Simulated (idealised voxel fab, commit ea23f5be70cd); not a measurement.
The name of this process module is voxel tone inversion.
Cross-section cut spans 230 nm and uses square cells 5 nm in size.
Cross-section spec: square-cell grid; bands listed top down; each band is one or more rows. Heads up on the band format: heights come first, top then bottom, in nm. After that it's the materials left to right, each with its width in nm. A single material flagged "all across" fills the whole band edge to edge, and "air" means there's empty space there. Basically, 0 is our baseline, since under it the wafer straight out of the box is all one material. The bottom band has no lower end and keeps on going down, so it looks like "0 down". Per-row width for "30 to 40": begins at first number (top row of band), ends at second number (bottom row), increment between rows held constant. "nothing altered" means the step left every cell of the cross-section as it was. Look at "Sealed void inventory" for the closed voids: empty spaces with no open path to the top, sized 8 cells or up. Each is width x height at distance, distance from the left edge, all nm. Formally, on a step line, whatever follows the settings is a remark that the simulator itself makes on the step. The line of a step may include "overlay nm". On a step with a mask, this value is how far to the right of its planned place the mask lay. A negative value means the mask lay to the left.

STEPS PLANNED FOR THE PROCESS
1) RECEIVE (material Si)
2) CONFORMAL_DEP (material SiCN; thk nm 10)
3) DIRECTIONAL_DEP (material polySi; thk nm 20)
4) PATTERN (tone cover; mask id POSTS; material resist; width nm 15; pitch nm 40; thk nm 30; overlay nm -15)
5) DIRECTIONAL_ETCH (etch materials polySi; depth nm 20)
6) STRIP (etch materials resist)
7) FILL_DEP (material lowk; thk nm 10)
8) CMP (height nm 30)
9) STRIP (etch materials polySi)
10) CONFORMAL_DEP (material TiN; thk nm 5)
11) FILL_DEP (material Ru; thk nm 10)
12) CMP (height nm 30)
13) CONFORMAL_DEP (material SiN; thk nm 5)
The value of overlay nm given for step 4 in the plan refers to the first wafer; the wafers vary in this setting and are alike at the start.

FIRST WAFER OF SEVERAL, AS RECEIVED: CROSS-SECTION AFTER STEP 1
	0 down: Si all across
	Sealed void inventory: none

GAINED (+) OR LOST (-) CELLS OF EACH MATERIAL SINCE RECEIPT, THEN CLOSED VOIDS: ONE ROW PER WAFER, AT THE END OF THE MODULE
overlay nm -15, +9 Ru, +92 SiCN, +46 SiN, +27 TiN, +148 lowk, Sealed void inventory: none
overlay nm -10, +9 Ru, +92 SiCN, +46 SiN, +27 TiN, +148 lowk, Sealed void inventory: none
overlay nm -5, +9 Ru, +92 SiCN, +46 SiN, +27 TiN, +148 lowk, Sealed void inventory: none
overlay nm 0, +9 Ru, +92 SiCN, +46 SiN, +27 TiN, +148 lowk, Sealed void inventory: none
overlay nm 5, +9 Ru, +92 SiCN, +46 SiN, +27 TiN, +148 lowk, Sealed void inventory: none
overlay nm 10, +9 Ru, +92 SiCN, +46 SiN, +27 TiN, +148 lowk, Sealed void inventory: none
overlay nm 15, +9 Ru, +92 SiCN, +46 SiN, +27 TiN, +148 lowk, Sealed void inventory: none
